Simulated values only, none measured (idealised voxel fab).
The document below concerns the process module designated voxel capacitor over wiring.
For reference, the cross-section in this document is cut, with width 160 nm and square cells of 5 nm.
Just so we're on the same page, the cross-sections are grids of square cells, and they're listed out in bands top to bottom, each band one or more rows deep. Look at the band entry: it leads with the top's height and the bottom's height in nm. Then it lists the materials left to right, with a width in nm for each. The word "full width" on a single material says that material fills the band edge to edge. The word "empty" is empty space. Measure heights from 0. That's the level where, below it, the as-received wafer is all one material. The lowest band is bottomless and extends downward; write it as in "from 0 down". The width entry "30 to 40" should be interpreted row by row: the top row of cells in the band takes the first number, the bottom row takes the second number, and the change between adjacent rows is uniform throughout. No cell of the cross-section changed in a step that is given as "no modifications". Basically, "Closed cavity list" tells you about the enclosed voids: empty spaces with no open way to the top, 8 cells or bigger, each written width x height at distance, where distance is from the left edge, all in nm. On a step's line, text after the settings is the simulator commenting on that step. overlay nm: on a step with a mask, how far right of its planned place the mask lay; negative means left. Each of the pairs that make up the rest of this document says: here is the cross-section before one process step, here is the cross-section after it, drawn only down to the lowest band that changed, and here, under the pair, is the step lying between them with its settings. Different pairs may come from different runs of this module on the same starting wafer, so a pair continues from the pair above it only where its entry headed "Geometry before processing" says so.
# Geometry before processing
- from 0 down: Si full width
- Closed cavity list: none
# As Processed
- from 15 to 0: SiO2 full width
- Rest of section, below 0: as before.
- Closed cavity list: none
Can you say which step sits between the two cross-sections above? CONFORMAL_DEP with material SiO2, thk nm 15
Geometry before processing: the wafer arrives at this step looking as the after cross-section in the pair just above shows it.
# As Processed
- from 20 to 15: SiCN full width
- Rest of section, below 15: as before.
- Closed cavity list: none
Can you say which step sits between the two cross-sections above? CONFORMAL_DEP with material SiCN, thk nm 5
Geometry before processing: the wafer arrives at this step looking as the after cross-section in the pair just above shows it.
# As Processed
- from 35 to 20: lowk full width
- Rest of section, below 20: as before.
- Closed cavity list: none
Can you say which step sits between the two cross-sections above? DIRECTIONAL_DEP with material lowk, thk nm 15
Geometry before processing: the wafer arrives at this step looking as the after cross-section in the pair just above shows it.
# As Processed
- from 55 to 35: resist 15 nm | empty 30 nm | resist 65 nm | empty 30 nm | resist 20 nm
- Rest of section, below 35: as before.
- Closed cavity list: none
Can you say which step sits between the two cross-sections above? PATTERN with tone open, mask id METAL_1, material resist, width nm 30, pitch nm 95, thk nm 20, overlay nm 0
Geometry before processing: the wafer arrives at this step looking as the after cross-section in the pair just above shows it.
# As Processed
- from 55 to 35: resist 15 nm | empty 30 nm | resist 65 nm | empty 30 nm | resist 20 nm
- from 35 to 20: lowk 15 nm | empty 30 nm | lowk 65 nm | empty 30 nm | lowk 20 nm
- Rest of section, below 20: as before.
- Closed cavity list: none
Can you say which step sits between the two cross-sections above? DIRECTIONAL_ETCH with etch materials lowk, depth nm 15
Geometry before processing: the wafer arrives at this step looking as the after cross-section in the pair just above shows it.
# As Processed
- from 55 to 35: resist 15 nm | empty 30 nm | resist 65 nm | empty 30 nm | resist 20 nm
- from 35 to 20: lowk 15 nm | empty 30 nm | lowk 65 nm | empty 30 nm | lowk 20 nm
- from 20 to 15: SiCN 15 nm | empty 30 nm | SiCN 65 nm | empty 30 nm | SiCN 20 nm
- Rest of section, below 15: as before.
- Closed cavity list: none
Can you say which step sits between the two cross-sections above? DIRECTIONAL_ETCH with etch materials SiCN, depth nm 5
Geometry before processing: the wafer arrives at this step looking as the after cross-section in the pair just above shows it.
# As Processed
- from 35 to 20: lowk 15 nm | empty 30 nm | lowk 65 nm | empty 30 nm | lowk 20 nm
- Rest of section, below 20: as before.
- Closed cavity list: none
Can you say which step sits between the two cross-sections above? STRIP with etch materials resist
Geometry before processing: the wafer arrives at this step looking as the after cross-section in the pair just above shows it.
# As Processed
- from 40 to 35: TiN 20 nm | empty 20 nm | TiN 75 nm | empty 20 nm | TiN 25 nm
- from 35 to 20: lowk 15 nm | TiN 5 nm | empty 20 nm | TiN 5 nm | lowk 65 nm | TiN 5 nm | empty 20 nm | TiN 5 nm | lowk 20 nm
- from 20 to 15: SiCN 15 nm | TiN 30 nm | SiCN 65 nm | TiN 30 nm | SiCN 20 nm
- Rest of section, below 15: as before.
- Closed cavity list: none
Can you say which step sits between the two cross-sections above? CONFORMAL_DEP with material TiN, thk nm 5
Geometry before processing: the wafer arrives at this step looking as the after cross-section in the pair just above shows it.
# As Processed
- from 50 to 40: Ru full width
- from 40 to 35: TiN 20 nm | Ru 20 nm | TiN 75 nm | Ru 20 nm | TiN 25 nm
- from 35 to 20: lowk 15 nm | TiN 5 nm | Ru 20 nm | TiN 5 nm | lowk 65 nm | TiN 5 nm | Ru 20 nm | TiN 5 nm | lowk 20 nm
- Rest of section, below 20: as before.
- Closed cavity list: none
Can you say which step sits between the two cross-sections above? FILL_DEP with material Ru, thk nm 10
Geometry before processing: the wafer arrives at this step looking as the after cross-section in the pair just above shows it.
# As Processed
- from 35 to 20: lowk 15 nm | TiN 5 nm | Ru 20 nm | TiN 5 nm | lowk 65 nm | TiN 5 nm | Ru 20 nm | TiN 5 nm | lowk 20 nm
- Rest of section, below 20: as before.
- Closed cavity list: none
Can you say which step sits between the two cross-sections above? CMP with height nm 35
Geometry before processing: the wafer arrives at this step looking as the after cross-section in the pair just above shows it.
# As Processed
- from 40 to 35: SiCN full width
- Rest of section, below 35: as before.
- Closed cavity list: none
Can you say which step sits between the two cross-sections above? CONFORMAL_DEP with material SiCN, thk nm 5
Geometry before processing: the wafer arrives at this step looking as the after cross-section in the pair just above shows it.
# As Processed
- from 50 to 40: lowk full width
- Rest of section, below 40: as before.
- Closed cavity list: none
Can you say which step sits between the two cross-sections above? DIRECTIONAL_DEP with material lowk, thk nm 10
Geometry before processing: the wafer arrives at this step looking as the after cross-section in the pair just above shows it.
# As Processed
- from 50 to 40: lowk 30 nm | empty 15 nm | lowk 115 nm
- Rest of section, below 40: as before.
- Closed cavity list: none
Can you say which step sits between the two cross-sections above? MASKED_ETCH with tone open, mask id PLUG_1, width nm 15, etch materials lowk, depth nm 10, overlay nm 0
Geometry before processing: the wafer arrives at this step looking as the after cross-section in the pair just above shows it.
# As Processed
- from 50 to 40: lowk 30 nm | empty 15 nm | lowk 115 nm
- from 40 to 35: SiCN 30 nm | empty 15 nm | SiCN 115 nm
- Rest of section, below 35: as before.
- Closed cavity list: none
Can you say which step sits between the two cross-sections above? MASKED_ETCH with tone open, mask id PLUG_1, width nm 15, etch materials SiCN, depth nm 5, overlay nm 0
Geometry before processing: the wafer arrives at this step looking as the after cross-section in the pair just above shows it.
# As Processed
- from 50 to 45: lowk 30 nm | empty 15 nm | lowk 115 nm
- from 45 to 40: lowk 30 nm | Ru 15 nm | lowk 115 nm
- from 40 to 35: SiCN 30 nm | Ru 15 nm | SiCN 115 nm
- Rest of section, below 35: as before.
- Closed cavity list: none
Can you say which step sits between the two cross-sections above? EPI with material Ru, thk nm 10
Geometry before processing: the wafer arrives at this step looking as the after cross-section in the pair just above shows it.
# As Processed
- from 50 to 40: lowk 30 nm | Ru 15 nm | lowk 115 nm
- Rest of section, below 40: as before.
- Closed cavity list: none
Can you say which step sits between the two cross-sections above? EPI with material Ru, thk nm 5
Geometry before processing: the wafer arrives at this step looking as the after cross-section in the pair just above shows it.
# As Processed
- from 55 to 50: TiN full width
- Rest of section, below 50: as before.
- Closed cavity list: none
Can you say which step sits between the two cross-sections above? DIRECTIONAL_DEP with material TiN, thk nm 5
Geometry before processing: the wafer arrives at this step looking as the after cross-section in the pair just above shows it.
# As Processed
- from 60 to 55: Al2O3 full width
- Rest of section, below 55: as before.
- Closed cavity list: none
Can you say which step sits between the two cross-sections above? DIRECTIONAL_DEP with material Al2O3, thk nm 5
Geometry before processing: the wafer arrives at this step looking as the after cross-section in the pair just above shows it.
# As Processed
- from 70 to 60: TiN full width
- Rest of section, below 60: as before.
- Closed cavity list: none
Can you say which step sits between the two cross-sections above? DIRECTIONAL_DEP with material TiN, thk nm 10
Geometry before processing: the wafer arrives at this step looking as the after cross-section in the pair just above shows it.
# As Processed
- from 70 to 60: empty 30 nm | TiN 70 nm | empty 60 nm
- Rest of section, below 60: as before.
- Closed cavity list: none
Can you say which step sits between the two cross-sections above? MASKED_ETCH with tone cover, mask id UPPER_PLATE, width nm 70, etch materials TiN, depth nm 10, overlay nm 0
Geometry before processing: the wafer arrives at this step looking as the after cross-section in the pair just above shows it.
# As Processed
- from 70 to 60: empty 30 nm | TiN 70 nm | empty 60 nm
- from 60 to 55: empty 30 nm | Al2O3 70 nm | empty 60 nm
- Rest of section, below 55: as before.
- Closed cavity list: none
Can you say which step sits between the two cross-sections above? MASKED_ETCH with tone cover, mask id UPPER_PLATE, width nm 70, etch materials Al2O3, depth nm 5, overlay nm 0
Geometry before processing: the wafer arrives at this step looking as the after cross-section in the pair just above shows it.
# As Processed
- from 90 to 70: empty 25 nm | resist 80 nm | empty 55 nm
- from 70 to 60: empty 25 nm | resist 5 nm | TiN 70 nm | resist 5 nm | empty 55 nm
- from 60 to 55: empty 25 nm | resist 5 nm | Al2O3 70 nm | resist 5 nm | empty 55 nm
- Rest of section, below 55: as before.
- Closed cavity list: none
Can you say which step sits between the two cross-sections above? PATTERN with tone cover, mask id LOWER_PLATE, material resist, width nm 80, thk nm 20, overlay nm 0
Geometry before processing: the wafer arrives at this step looking as the after cross-section in the pair just above shows it.
# As Processed
- from 90 to 70: empty 25 nm | resist 80 nm | empty 55 nm
- from 70 to 60: empty 25 nm | resist 5 nm | TiN 70 nm | resist 5 nm | empty 55 nm
- from 60 to 55: empty 25 nm | resist 5 nm | Al2O3 70 nm | resist 5 nm | empty 55 nm
- from 55 to 50: empty 25 nm | TiN 80 nm | empty 55 nm
- Rest of section, below 50: as before.
- Closed cavity list: none
Can you say which step sits between the two cross-sections above? DIRECTIONAL_ETCH with etch materials TiN, depth nm 5
Geometry before processing: the wafer arrives at this step looking as the after cross-section in the pair just above shows it.
# As Processed
- from 70 to 60: empty 30 nm | TiN 70 nm | empty 60 nm
- from 60 to 55: empty 30 nm | Al2O3 70 nm | empty 60 nm
- Rest of section, below 55: as before.
- Closed cavity list: none
Can you say which step sits between the two cross-sections above? STRIP with etch materials resist
Geometry before processing: the wafer arrives at this step looking as the after cross-section in the pair just above shows it.
# As Processed
- from 85 to 70: SiO2 full width
- from 70 to 60: SiO2 30 nm | TiN 70 nm | SiO2 60 nm
- from 60 to 55: SiO2 30 nm | Al2O3 70 nm | SiO2 60 nm
- from 55 to 50: SiO2 25 nm | TiN 80 nm | SiO2 55 nm
- Rest of section, below 50: as before.
- Closed cavity list: none
Can you say which step sits between the two cross-sections above? FILL_DEP with material SiO2, thk nm 15
Geometry before processing: the wafer arrives at this step looking as the after cross-section in the pair just above shows it.
# As Processed
- from 80 to 70: SiO2 full width
- Rest of section, below 70: as before.
- Closed cavity list: none
Can you say which step sits between the two cross-sections above? CMP with height nm 80
Geometry before processing: the wafer arrives at this step looking as the after cross-section in the pair just above shows it.
# As Processed
- from 95 to 80: resist 40 nm | empty 15 nm | resist 105 nm
- Rest of section, below 80: as before.
- Closed cavity list: none
Can you say which step sits between the two cross-sections above? PATTERN with tone open, mask id PLUG_2, material resist, width nm 15, thk nm 15, overlay nm 0
Geometry before processing: the wafer arrives at this step looking as the after cross-section in the pair just above shows it.
# As Processed
- from 95 to 80: resist 40 nm | empty 15 nm | resist 105 nm
- from 80 to 70: SiO2 40 nm | empty 15 nm | SiO2 105 nm
- Rest of section, below 70: as before.
- Closed cavity list: none
Can you say which step sits between the two cross-sections above? DIRECTIONAL_ETCH with etch materials SiO2, depth nm 10
Geometry before processing: the wafer arrives at this step looking as the after cross-section in the pair just above shows it.
# As Processed
- from 80 to 70: SiO2 40 nm | empty 15 nm | SiO2 105 nm
- Rest of section, below 70: as before.
- Closed cavity list: none
Can you say which step sits between the two cross-sections above? STRIP with etch materials resist
Geometry before processing: the wafer arrives at this step looking as the after cross-section in the pair just above shows it.
# As Processed
- from 85 to 80: TiN 45 nm | empty 5 nm | TiN 110 nm
- from 80 to 75: SiO2 40 nm | TiN 5 nm | empty 5 nm | TiN 5 nm | SiO2 105 nm
- from 75 to 70: SiO2 40 nm | TiN 15 nm | SiO2 105 nm
- Rest of section, below 70: as before.
- Closed cavity list: none
Can you say which step sits between the two cross-sections above? CONFORMAL_DEP with material TiN, thk nm 5
Geometry before processing: the wafer arrives at this step looking as the after cross-section in the pair just above shows it.
# As Processed
- from 95 to 85: Cu full width
- from 85 to 80: TiN 45 nm | Cu 5 nm | TiN 110 nm
- from 80 to 75: SiO2 40 nm | TiN 5 nm | Cu 5 nm | TiN 5 nm | SiO2 105 nm
- Rest of section, below 75: as before.
- Closed cavity list: none
Can you say which step sits between the two cross-sections above? FILL_DEP with material Cu, thk nm 10
Geometry before processing: the wafer arrives at this step looking as the after cross-section in the pair just above shows it.
# As Processed
- from 80 to 75: SiO2 40 nm | TiN 5 nm | Cu 5 nm | TiN 5 nm | SiO2 105 nm
- Rest of section, below 75: as before.
- Closed cavity list: none
Can you say which step sits between the two cross-sections above? CMP with height nm 80
Geometry before processing: the wafer arrives at this step looking as the after cross-section in the pair just above shows it.
# As Processed
- from 85 to 80: SiN full width
- Rest of section, below 80: as before.
- Closed cavity list: none
Can you say which step sits between the two cross-sections above? CONFORMAL_DEP with material SiN, thk nm 5
# Geometry before processing
- from 15 to 0: SiO2 full width
- from 0 down: Si full width
- Closed cavity list: none
# As Processed
- from 30 to 15: lowk full width
- Rest of section, below 15: as before.
- Closed cavity list: none
Can you say which step sits between the two cross-sections above? DIRECTIONAL_DEP with material lowk, thk nm 15
Geometry before processing: the wafer arrives at this step looking as the after cross-section in the pair just above shows it.
# As Processed
- from 50 to 30: resist 15 nm | empty 30 nm | resist 65 nm | empty 30 nm | resist 20 nm
- Rest of section, below 30: as before.
- Closed cavity list: none
Can you say which step sits between the two cross-sections above? PATTERN with tone open, mask id METAL_1, material resist, width nm 30, pitch nm 95, thk nm 20, overlay nm 0
Geometry before processing: the wafer arrives at this step looking as the after cross-section in the pair just above shows it.
# As Processed
- from 50 to 30: resist 15 nm | empty 30 nm | resist 65 nm | empty 30 nm | resist 20 nm
- from 30 to 15: lowk 15 nm | empty 30 nm | lowk 65 nm | empty 30 nm | lowk 20 nm
- Rest of section, below 15: as before.
- Closed cavity list: none
Can you say which step sits between the two cross-sections above? DIRECTIONAL_ETCH with etch materials lowk, depth nm 15
Geometry before processing: the wafer arrives at this step looking as the after cross-section in the pair just above shows it.
# As Processed
- from 30 to 15: lowk 15 nm | empty 30 nm | lowk 65 nm | empty 30 nm | lowk 20 nm
- Rest of section, below 15: as before.
- Closed cavity list: none
Can you say which step sits between the two cross-sections above? STRIP with etch materials resist
Geometry before processing: the wafer arrives at this step looking as the after cross-section in the pair just above shows it.
# As Processed
- from 35 to 30: TiN 20 nm | empty 20 nm | TiN 75 nm | empty 20 nm | TiN 25 nm
- from 30 to 20: lowk 15 nm | TiN 5 nm | empty 20 nm | TiN 5 nm | lowk 65 nm | TiN 5 nm | empty 20 nm | TiN 5 nm | lowk 20 nm
- from 20 to 15: lowk 15 nm | TiN 30 nm | lowk 65 nm | TiN 30 nm | lowk 20 nm
- Rest of section, below 15: as before.
- Closed cavity list: none
Can you say which step sits between the two cross-sections above? CONFORMAL_DEP with material TiN, thk nm 5
Geometry before processing: the wafer arrives at this step looking as the after cross-section in the pair just above shows it.
# As Processed
- from 45 to 35: Ru full width
- from 35 to 30: TiN 20 nm | Ru 20 nm | TiN 75 nm | Ru 20 nm | TiN 25 nm
- from 30 to 20: lowk 15 nm | TiN 5 nm | Ru 20 nm | TiN 5 nm | lowk 65 nm | TiN 5 nm | Ru 20 nm | TiN 5 nm | lowk 20 nm
- Rest of section, below 20: as before.
- Closed cavity list: none
Can you say which step sits between the two cross-sections above? FILL_DEP with material Ru, thk nm 10
Geometry before processing: the wafer arrives at this step looking as the after cross-section in the pair just above shows it.
# As Processed
- from 35 to 30: TiN 20 nm | Ru 20 nm | TiN 75 nm | Ru 20 nm | TiN 25 nm
- Rest of section, below 30: as before.
- Closed cavity list: none
Can you say which step sits between the two cross-sections above? CMP with height nm 35
Geometry before processing: the wafer arrives at this step looking as the after cross-section in the pair just above shows it.
# As Processed
- from 40 to 35: SiCN full width
- Rest of section, below 35: as before.
- Closed cavity list: none
Can you say which step sits between the two cross-sections above? CONFORMAL_DEP with material SiCN, thk nm 5
Geometry before processing: the wafer arrives at this step looking as the after cross-section in the pair just above shows it.
# As Processed
- from 50 to 40: lowk full width
- Rest of section, below 40: as before.
- Closed cavity list: none
Can you say which step sits between the two cross-sections above? DIRECTIONAL_DEP with material lowk, thk nm 10
Geometry before processing: the wafer arrives at this step looking as the after cross-section in the pair just above shows it.
# As Processed
- from 50 to 40: lowk 30 nm | empty 15 nm | lowk 115 nm
- Rest of section, below 40: as before.
- Closed cavity list: none
Can you say which step sits between the two cross-sections above? MASKED_ETCH with tone open, mask id PLUG_1, width nm 15, etch materials lowk, depth nm 10, overlay nm 0
Geometry before processing: the wafer arrives at this step looking as the after cross-section in the pair just above shows it.
# As Processed
- from 50 to 40: lowk 30 nm | empty 15 nm | lowk 115 nm
- from 40 to 35: SiCN 30 nm | empty 15 nm | SiCN 115 nm
- Rest of section, below 35: as before.
- Closed cavity list: none
Can you say which step sits between the two cross-sections above? MASKED_ETCH with tone open, mask id PLUG_1, width nm 15, etch materials SiCN, depth nm 5, overlay nm 0
Geometry before processing: the wafer arrives at this step looking as the after cross-section in the pair just above shows it.
# As Processed
- from 50 to 45: lowk 30 nm | empty 15 nm | lowk 115 nm
- from 45 to 40: lowk 30 nm | Ru 15 nm | lowk 115 nm
- from 40 to 35: SiCN 30 nm | Ru 15 nm | SiCN 115 nm
- Rest of section, below 35: as before.
- Closed cavity list: none
Can you say which step sits between the two cross-sections above? EPI with material Ru, thk nm 10
Geometry before processing: the wafer arrives at this step looking as the after cross-section in the pair just above shows it.
# As Processed
- from 50 to 40: lowk 30 nm | Ru 15 nm | lowk 115 nm
- Rest of section, below 40: as before.
- Closed cavity list: none
Can you say which step sits between the two cross-sections above? EPI with material Ru, thk nm 5
Geometry before processing: the wafer arrives at this step looking as the after cross-section in the pair just above shows it.
# As Processed
- from 55 to 50: TiN full width
- Rest of section, below 50: as before.
- Closed cavity list: none
Can you say which step sits between the two cross-sections above? DIRECTIONAL_DEP with material TiN, thk nm 5
Geometry before processing: the wafer arrives at this step looking as the after cross-section in the pair just above shows it.
# As Processed
- from 60 to 55: Al2O3 full width
- Rest of section, below 55: as before.
- Closed cavity list: none
Can you say which step sits between the two cross-sections above? DIRECTIONAL_DEP with material Al2O3, thk nm 5
Geometry before processing: the wafer arrives at this step looking as the after cross-section in the pair just above shows it.
# As Processed
- from 70 to 60: TiN full width
- Rest of section, below 60: as before.
- Closed cavity list: none
Can you say which step sits between the two cross-sections above? DIRECTIONAL_DEP with material TiN, thk nm 10
Geometry before processing: the wafer arrives at this step looking as the after cross-section in the pair just above shows it.
# As Processed
- from 70 to 60: empty 30 nm | TiN 70 nm | empty 60 nm
- Rest of section, below 60: as before.
- Closed cavity list: none
Can you say which step sits between the two cross-sections above? MASKED_ETCH with tone cover, mask id UPPER_PLATE, width nm 70, etch materials TiN, depth nm 10, overlay nm 0
Geometry before processing: the wafer arrives at this step looking as the after cross-section in the pair just above shows it.
# As Processed
- from 70 to 60: empty 30 nm | TiN 70 nm | empty 60 nm
- from 60 to 55: empty 30 nm | Al2O3 70 nm | empty 60 nm
- Rest of section, below 55: as before.
- Closed cavity list: none
Can you say which step sits between the two cross-sections above? MASKED_ETCH with tone cover, mask id UPPER_PLATE, width nm 70, etch materials Al2O3, depth nm 5, overlay nm 0
Geometry before processing: the wafer arrives at this step looking as the after cross-section in the pair just above shows it.
# As Processed
- from 90 to 70: empty 25 nm | resist 80 nm | empty 55 nm
- from 70 to 60: empty 25 nm | resist 5 nm | TiN 70 nm | resist 5 nm | empty 55 nm
- from 60 to 55: empty 25 nm | resist 5 nm | Al2O3 70 nm | resist 5 nm | empty 55 nm
- Rest of section, below 55: as before.
- Closed cavity list: none
Can you say which step sits between the two cross-sections above? PATTERN with tone cover, mask id LOWER_PLATE, material resist, width nm 80, thk nm 20, overlay nm 0
Geometry before processing: the wafer arrives at this step looking as the after cross-section in the pair just above shows it.
# As Processed
- from 90 to 70: empty 25 nm | resist 80 nm | empty 55 nm
- from 70 to 60: empty 25 nm | resist 5 nm | TiN 70 nm | resist 5 nm | empty 55 nm
- from 60 to 55: empty 25 nm | resist 5 nm | Al2O3 70 nm | resist 5 nm | empty 55 nm
- from 55 to 50: empty 25 nm | TiN 80 nm | empty 55 nm
- Rest of section, below 50: as before.
- Closed cavity list: none
Can you say which step sits between the two cross-sections above? DIRECTIONAL_ETCH with etch materials TiN, depth nm 5
Geometry before processing: the wafer arrives at this step looking as the after cross-section in the pair just above shows it.
# As Processed
- from 70 to 60: empty 30 nm | TiN 70 nm | empty 60 nm
- from 60 to 55: empty 30 nm | Al2O3 70 nm | empty 60 nm
- Rest of section, below 55: as before.
- Closed cavity list: none
Can you say which step sits between the two cross-sections above? STRIP with etch materials resist
Geometry before processing: the wafer arrives at this step looking as the after cross-section in the pair just above shows it.
# As Processed
- from 85 to 70: SiO2 full width
- from 70 to 60: SiO2 30 nm | TiN 70 nm | SiO2 60 nm
- from 60 to 55: SiO2 30 nm | Al2O3 70 nm | SiO2 60 nm
- from 55 to 50: SiO2 25 nm | TiN 80 nm | SiO2 55 nm
- Rest of section, below 50: as before.
- Closed cavity list: none
Can you say which step sits between the two cross-sections above? FILL_DEP with material SiO2, thk nm 15
Geometry before processing: the wafer arrives at this step looking as the after cross-section in the pair just above shows it.
# As Processed
- from 80 to 70: SiO2 full width
- Rest of section, below 70: as before.
- Closed cavity list: none
Can you say which step sits between the two cross-sections above? CMP with height nm 80
Geometry before processing: the wafer arrives at this step looking as the after cross-section in the pair just above shows it.
# As Processed
- from 95 to 80: resist 40 nm | empty 15 nm | resist 105 nm
- Rest of section, below 80: as before.
- Closed cavity list: none
Can you say which step sits between the two cross-sections above? PATTERN with tone open, mask id PLUG_2, material resist, width nm 15, thk nm 15, overlay nm 0
Geometry before processing: the wafer arrives at this step looking as the after cross-section in the pair just above shows it.
# As Processed
- from 95 to 80: resist 40 nm | empty 15 nm | resist 105 nm
- from 80 to 70: SiO2 40 nm | empty 15 nm | SiO2 105 nm
- Rest of section, below 70: as before.
- Closed cavity list: none
Can you say which step sits between the two cross-sections above? DIRECTIONAL_ETCH with etch materials SiO2, depth nm 10
Geometry before processing: the wafer arrives at this step looking as the after cross-section in the pair just above shows it.
# As Processed
- from 80 to 70: SiO2 40 nm | empty 15 nm | SiO2 105 nm
- Rest of section, below 70: as before.
- Closed cavity list: none
Can you say which step sits between the two cross-sections above? STRIP with etch materials resist
Geometry before processing: the wafer arrives at this step looking as the after cross-section in the pair just above shows it.
# As Processed
- from 85 to 80: TiN 45 nm | empty 5 nm | TiN 110 nm
- from 80 to 75: SiO2 40 nm | TiN 5 nm | empty 5 nm | TiN 5 nm | SiO2 105 nm
- from 75 to 70: SiO2 40 nm | TiN 15 nm | SiO2 105 nm
- Rest of section, below 70: as before.
- Closed cavity list: none
Can you say which step sits between the two cross-sections above? CONFORMAL_DEP with material TiN, thk nm 5
Geometry before processing: the wafer arrives at this step looking as the after cross-section in the pair just above shows it.
# As Processed
- from 95 to 85: Cu full width
- from 85 to 80: TiN 45 nm | Cu 5 nm | TiN 110 nm
- from 80 to 75: SiO2 40 nm | TiN 5 nm | Cu 5 nm | TiN 5 nm | SiO2 105 nm
- Rest of section, below 75: as before.
- Closed cavity list: none
Can you say which step sits between the two cross-sections above? FILL_DEP with material Cu, thk nm 10
Geometry before processing: the wafer arrives at this step looking as the after cross-section in the pair just above shows it.
# As Processed
- from 80 to 75: SiO2 40 nm | TiN 5 nm | Cu 5 nm | TiN 5 nm | SiO2 105 nm
- Rest of section, below 75: as before.
- Closed cavity list: none
Can you say which step sits between the two cross-sections above? CMP with height nm 80
Geometry before processing: the wafer arrives at this step looking as the after cross-section in the pair just above shows it.
# As Processed
- from 85 to 80: SiN full width
- Rest of section, below 80: as before.
- Closed cavity list: none
Can you say which step sits between the two cross-sections above? CONFORMAL_DEP with material SiN, thk nm 5
# Geometry before processing
- from 50 to 45: lowk 30 nm | empty 15 nm | lowk 115 nm
- from 45 to 40: lowk 30 nm | Ru 15 nm | lowk 115 nm
- from 40 to 35: SiCN 30 nm | Ru 15 nm | SiCN 115 nm
- from 35 to 20: lowk 15 nm | TiN 5 nm | Ru 20 nm | TiN 5 nm | lowk 65 nm | TiN 5 nm | Ru 20 nm | TiN 5 nm | lowk 20 nm
- from 20 to 15: SiCN 15 nm | TiN 30 nm | SiCN 65 nm | TiN 30 nm | SiCN 20 nm
- from 15 to 0: SiO2 full width
- from 0 down: Si full width
- Closed cavity list: none
# As Processed
- from 55 to 50: empty 25 nm | Ru 25 nm | empty 110 nm
- from 50 to 40: lowk 30 nm | Ru 15 nm | lowk 115 nm
- Rest of section, below 40: as before.
- Closed cavity list: none
Can you say which step sits between the two cross-sections above? EPI with material Ru, thk nm 10
Geometry before processing: the wafer arrives at this step looking as the after cross-section in the pair just above shows it.
# As Processed
- from 60 to 50: empty 20 nm | Ru 35 nm | empty 105 nm
- Rest of section, below 50: as before.
- Closed cavity list: none
Can you say which step sits between the two cross-sections above? EPI with material Ru, thk nm 5
Geometry before processing: the wafer arrives at this step looking as the after cross-section in the pair just above shows it.
# As Processed
- from 65 to 60: empty 20 nm | TiN 35 nm | empty 105 nm
- from 60 to 55: empty 20 nm | Ru 35 nm | empty 105 nm
- from 55 to 50: TiN 20 nm | Ru 35 nm | TiN 105 nm
- Rest of section, below 50: as before.
- Closed cavity list: none
Can you say which step sits between the two cross-sections above? DIRECTIONAL_DEP with material TiN, thk nm 5
Geometry before processing: the wafer arrives at this step looking as the after cross-section in the pair just above shows it.
# As Processed
- from 70 to 65: empty 20 nm | Al2O3 35 nm | empty 105 nm
- from 65 to 60: empty 20 nm | TiN 35 nm | empty 105 nm
- from 60 to 55: Al2O3 20 nm | Ru 35 nm | Al2O3 105 nm
- Rest of section, below 55: as before.
- Closed cavity list: none
Can you say which step sits between the two cross-sections above? DIRECTIONAL_DEP with material Al2O3, thk nm 5
Geometry before processing: the wafer arrives at this step looking as the after cross-section in the pair just above shows it.
# As Processed
- from 80 to 70: empty 20 nm | TiN 35 nm | empty 105 nm
- from 70 to 65: TiN 20 nm | Al2O3 35 nm | TiN 105 nm
- from 65 to 60: TiN full width
- Rest of section, below 60: as before.
- Closed cavity list: none
Can you say which step sits between the two cross-sections above? DIRECTIONAL_DEP with material TiN, thk nm 10
Geometry before processing: the wafer arrives at this step looking as the after cross-section in the pair just above shows it.
# As Processed
- from 80 to 70: empty 30 nm | TiN 25 nm | empty 105 nm
- from 70 to 65: empty 20 nm | Al2O3 35 nm | TiN 45 nm | empty 60 nm
- from 65 to 60: empty 20 nm | TiN 80 nm | empty 60 nm
- Rest of section, below 60: as before.
- Closed cavity list: none
Can you say which step sits between the two cross-sections above? MASKED_ETCH with tone cover, mask id UPPER_PLATE, width nm 70, etch materials TiN, depth nm 10, overlay nm 0
Geometry before processing: the wafer arrives at this step looking as the after cross-section in the pair just above shows it.
# As Processed
- from 80 to 70: empty 30 nm | TiN 25 nm | empty 105 nm
- from 70 to 65: empty 30 nm | Al2O3 25 nm | TiN 45 nm | empty 60 nm
- from 65 to 60: empty 20 nm | TiN 80 nm | empty 60 nm
- from 60 to 55: empty 20 nm | Ru 35 nm | Al2O3 45 nm | empty 60 nm
- Rest of section, below 55: as before.
- Closed cavity list: none
Can you say which step sits between the two cross-sections above? MASKED_ETCH with tone cover, mask id UPPER_PLATE, width nm 70, etch materials Al2O3, depth nm 5, overlay nm 0
Geometry before processing: the wafer arrives at this step looking as the after cross-section in the pair just above shows it.
# As Processed
- from 100 to 80: empty 25 nm | resist 80 nm | empty 55 nm
- from 80 to 70: empty 25 nm | resist 5 nm | TiN 25 nm | resist 50 nm | empty 55 nm
- from 70 to 65: empty 25 nm | resist 5 nm | Al2O3 25 nm | TiN 45 nm | resist 5 nm | empty 55 nm
- from 65 to 60: empty 20 nm | TiN 80 nm | resist 5 nm | empty 55 nm
- from 60 to 55: empty 20 nm | Ru 35 nm | Al2O3 45 nm | resist 5 nm | empty 55 nm
- Rest of section, below 55: as before.
- Closed cavity list: none
Can you say which step sits between the two cross-sections above? PATTERN with tone cover, mask id LOWER_PLATE, material resist, width nm 80, thk nm 20, overlay nm 0
Geometry before processing: the wafer arrives at this step looking as the after cross-section in the pair just above shows it.
# As Processed
- from 100 to 80: empty 25 nm | resist 80 nm | empty 55 nm
- from 80 to 70: empty 25 nm | resist 5 nm | TiN 25 nm | resist 50 nm | empty 55 nm
- from 70 to 65: empty 25 nm | resist 5 nm | Al2O3 25 nm | TiN 45 nm | resist 5 nm | empty 55 nm
- from 65 to 60: empty 25 nm | TiN 75 nm | resist 5 nm | empty 55 nm
- from 60 to 55: empty 20 nm | Ru 35 nm | Al2O3 45 nm | resist 5 nm | empty 55 nm
- from 55 to 50: empty 20 nm | Ru 35 nm | TiN 50 nm | empty 55 nm
- Rest of section, below 50: as before.
- Closed cavity list: none
Can you say which step sits between the two cross-sections above? DIRECTIONAL_ETCH with etch materials TiN, depth nm 5
Geometry before processing: the wafer arrives at this step looking as the after cross-section in the pair just above shows it.
# As Processed
- from 80 to 70: empty 30 nm | TiN 25 nm | empty 105 nm
- from 70 to 65: empty 30 nm | Al2O3 25 nm | TiN 45 nm | empty 60 nm
- from 65 to 60: empty 25 nm | TiN 75 nm | empty 60 nm
- from 60 to 55: empty 20 nm | Ru 35 nm | Al2O3 45 nm | empty 60 nm
- Rest of section, below 55: as before.
- Closed cavity list: none
Can you say which step sits between the two cross-sections above? STRIP with etch materials resist
